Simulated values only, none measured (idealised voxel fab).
Title: Process Module voxel capacitor over wiring
Shown is cross-section cut, with a width of 215 nm and square cells of size 5 nm.
Throughout this document, each cross-section is represented as a grid of square cells and is presented as a sequence of bands enumerated from the top downward, where a band comprises one or more rows of cells. Top, bottom (nm), then materials left to right with widths (nm); lone material tagged "edge to edge" fills the whole band edge to edge; "blank" = empty space. A quick word on heights: they are counted from 0, and under that level the wafer as it came to us is one material throughout. The lowest band is different from the rest in having no bottom; it simply continues downward, written as in "from 0 down". Think of "30 to 40" as a width that walks from the first number to the second as you go down the band, top row to bottom row, taking equal-sized steps from row to row. Any step labelled "nothing was modified" changed none of the cells in the cross-section. "Closed voids list" enumerates empty spaces isolated from the top, with no open way to it, that contain at least 8 cells, giving each as width x height at distance from the left edge, all three in nm. On a step's line, text after the settings is the simulator commenting on that step. Each step line may optionally specify "overlay nm", which for a step with a mask gives the rightward distance between the mask's planned place and where it lay, a negative value indicating the leftward direction.
-- The following list gives the planned process steps
| 1 | RECEIVE: material Si |
| 2 | CONFORMAL_DEP: material SiO2, thk nm 10 |
| 3 | DIRECTIONAL_DEP: material TiN, thk nm 5 |
| 4 | DIRECTIONAL_DEP: material W, thk nm 15 |
| 5 | PATTERN: tone cover, mask id METAL_1, material resist, width nm 25, pitch nm 95, thk nm 20, overlay nm -15 |
| 6 | DIRECTIONAL_ETCH: etch materials W, depth nm 15 |
| 7 | DIRECTIONAL_ETCH: etch materials TiN, depth nm 5 |
| 8 | STRIP: etch materials resist |
| 9 | CONFORMAL_DEP: material SiN, thk nm 5 |
| 10 | FILL_DEP: material lowk, thk nm 5 |
| 11 | CMP: height nm 30 |
| 12 | CONFORMAL_DEP: material SiCN, thk nm 5 |
| 13 | DIRECTIONAL_DEP: material lowk, thk nm 10 |
| 14 | PATTERN: tone open, mask id PLUG_1, material resist, width nm 15, thk nm 20, overlay nm 0 |
| 15 | DIRECTIONAL_ETCH: etch materials lowk, depth nm 10 |
| 16 | DIRECTIONAL_ETCH: etch materials SiCN, depth nm 5 |
| 17 | STRIP: etch materials resist |
| 18 | CONFORMAL_DEP: material TiN, thk nm 5 |
| 19 | FILL_DEP: material Ru, thk nm 10 |
| 20 | CMP: height nm 45 |
| 21 | DIRECTIONAL_DEP: material TiN, thk nm 10 |
| 22 | DIRECTIONAL_DEP: material SiN, thk nm 5 |
| 23 | DIRECTIONAL_DEP: material TiN, thk nm 5 |
| 24 | MASKED_ETCH: tone cover, mask id UPPER_PLATE, width nm 75, etch materials TiN, depth nm 5, overlay nm 0 |
| 25 | MASKED_ETCH: tone cover, mask id UPPER_PLATE, width nm 75, etch materials SiN, depth nm 5, overlay nm 0 |
| 26 | DIRECTIONAL_DEP: material aC, thk nm 10 |
| 27 | PATTERN: tone cover, mask id LOWER_PLATE, material resist, width nm 85, thk nm 30, overlay nm 0 |
| 28 | DIRECTIONAL_ETCH: etch materials aC, depth nm 10 |
| 29 | STRIP: etch materials resist |
| 30 | DIRECTIONAL_ETCH: etch materials TiN, depth nm 10 |
| 31 | STRIP: etch materials aC |
| 32 | FILL_DEP: material SiO2, thk nm 15 |
| 33 | CMP: height nm 75 |
| 34 | PATTERN: tone open, mask id PLUG_2, material resist, width nm 15, thk nm 20, overlay nm 0 |
| 35 | DIRECTIONAL_ETCH: etch materials SiO2, depth nm 10 |
| 36 | STRIP: etch materials resist |
| 37 | CONFORMAL_DEP: material TiN, thk nm 5 |
| 38 | FILL_DEP: material Ru, thk nm 5 |
| 39 | CMP: height nm 75 |
| 40 | CONFORMAL_DEP: material SiCN, thk nm 5 |
The plan shows the overlay nm of step 5 as the first wafer had it; this setting differs between the wafers, which start out alike.
-- Here's the first of the wafers in cross-section, just as we got it, i.e. after step 1
	from 0 down: Si edge to edge
	Closed voids list: none
-- Wafer rows, end of module: cells per material gained (+) or lost (-) since receipt; closed voids last
overlay nm -15 | +3 Ru | +83 SiCN | +60 SiN | +274 SiO2 | +71 TiN | +30 W | +167 lowk | Closed voids list: none
overlay nm -10 | +3 Ru | +83 SiCN | +60 SiN | +274 SiO2 | +71 TiN | +30 W | +167 lowk | Closed voids list: none
overlay nm -5 | +3 Ru | +83 SiCN | +60 SiN | +274 SiO2 | +71 TiN | +30 W | +167 lowk | Closed voids list: none
overlay nm 0 | +3 Ru | +83 SiCN | +60 SiN | +274 SiO2 | +71 TiN | +30 W | +167 lowk | Closed voids list: none
overlay nm 5 | +3 Ru | +83 SiCN | +60 SiN | +274 SiO2 | +71 TiN | +30 W | +167 lowk | Closed voids list: none
overlay nm 10 | +3 Ru | +83 SiCN | +60 SiN | +274 SiO2 | +71 TiN | +30 W | +167 lowk | Closed voids list: none
overlay nm 15 | +3 Ru | +83 SiCN | +60 SiN | +274 SiO2 | +71 TiN | +30 W | +167 lowk | Closed voids list: none
